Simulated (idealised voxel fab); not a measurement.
The name of this process module is voxel fin reveal.
In the cross-section labelled cut, the width is 300 nm and each square cell is 5 nm.
Think of the cross-section as a grid of square cells. We describe it in bands, top to bottom, and each band covers one or more rows of those cells. Top, bottom (nm), then materials left to right with widths (nm); lone material tagged "all across" fills the whole band edge to edge; "air" = empty space. Ref level 0: as-received wafer is one material below here. Bottom band extends down with no lower bound ("top 0, no bottom"). The width entry "30..40" should be interpreted row by row: the top row of cells in the band takes the first number, the bottom row takes the second number, and the change between adjacent rows is uniform throughout. Where the words "nothing was modified" appear for a step, the cross-section shows no cell changed by that step; every cell remained as before. Empty spaces without an open route to the top, at least 8 cells in extent, make up the entry "Sealed voids"; each is given as width x height at distance, where the distance is measured from the left edge, and all are in nm. What comes after the settings on a step's line is commentary from the simulator itself on that step. Regarding "overlay nm": on a step with a mask, it is the distance the mask lay to the right of its planned place; a negative value places it to the left.
-- Process steps (planned)
1,RECEIVE,material Si
2,CONFORMAL_DEP,material SiN,thk nm 10
3,MASKED_ETCH,tone cover,mask id FINS,width nm 15,pitch nm 35,etch materials SiN,depth nm 10,overlay nm 0
4,MASKED_ETCH,tone cover,mask id FINS,width nm 15,pitch nm 35,etch materials Si,depth nm 30,overlay nm 0
5,OXIDIZE,depth nm 5
6,FILL_DEP,material SiO2,thk nm 10
7,CMP,height nm 10
8,SELECTIVE_ETCH,etch materials SiO2,depth nm 25
9,STRIP,etch materials SiN
-- Received-state cross-section, reflecting completion of step 1
  top 0, no bottom  Si all across
  Sealed voids: none
-- Wafer cross-section at module end: first of two, run to plan
  top 0, bottom -15  air=95 | Si=5 | air=30 | Si=5 | air=30 | Si=5 | air=30 | Si=5 | air=95
  top -15, bottom -35  SiO2=95 | Si=5 | SiO2=30 | Si=5 | SiO2=30 | Si=5 | SiO2=30 | Si=5 | SiO2=95
  top -35, no bottom  Si all across
  Sealed voids: none
-- Cross-section, second wafer: same start as the first, same plan as the first, one mistake in running it; taken at the end of the module
  top 0, bottom -5  Si=85 | air=25 | Si=10 | air=25 | Si=10 | air=25 | Si=10 | air=25 | Si=85
  top -5, no bottom  Si all across
  Sealed voids: none
What was the processing mistake? step 3, actual vs plan mismatch, actual run MASKED_ETCH,tone open,mask id FINS,width nm 15,pitch nm 35,etch materials SiN,depth nm 10,overlay nm 0
FYI, end of process, the second wafer has more or fewer cells of some materials than the first: 372 more of Si, 224 fewer of SiO2
